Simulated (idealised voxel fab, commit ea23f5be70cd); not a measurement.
process module | voxel tone inversion
cross-section cut | 140 nm wide | cells 5 nm
A cross-section is a grid of square cells, given in bands from the top down. A band is one or more rows of cells.
Each band's line starts with the height of the band's top and of its bottom, in nm. Then come its materials from left to right, each with its width in nm. One material with "throughout" fills the band from edge to edge. "air" is empty space.
Height 0 is the level under which the wafer as received is all one material. The lowest band goes on downwards, as in "0 down".
A width such as "30 to 40" changes by the same amount from each row of cells to the next, from the band's top row to its bottom row.
"no change" after a step means that no cell of the cross-section changed.
closed voids: empty space of 8 cells or more with no open way to the top, each as width x height at its distance from the left edge, in nm
after a step's settings: what the simulator itself notes on the step
overlay nm, on a step with a mask: how far to the right of its planned place the mask lay; to the left if negative
plan
1 op RECEIVE | material Si
2 op CONFORMAL_DEP | material SiCN | thk nm 10
3 op DIRECTIONAL_DEP | material aC | thk nm 20
4 op PATTERN | tone cover | mask id POSTS | material resist | width nm 15 | pitch nm 45 | thk nm 30 | overlay nm 0
5 op DIRECTIONAL_ETCH | etch materials aC | depth nm 20
6 op STRIP | etch materials resist
7 op FILL_DEP | material lowk | thk nm 5
8 op CMP | height nm 30
9 op STRIP | etch materials aC
as received, after step 1
  0 down: Si throughout
  closed voids: none
a wafer at the end: this start, this plan, one mistake
  30 to 10: SiCN 40 | air 15 | SiCN 30 | air 15 | SiCN 40
  10 to 0: SiCN throughout
  0 down: Si throughout
  closed voids: none
what went wrong: step 7 ran as: op FILL_DEP | material SiCN | thk nm 5
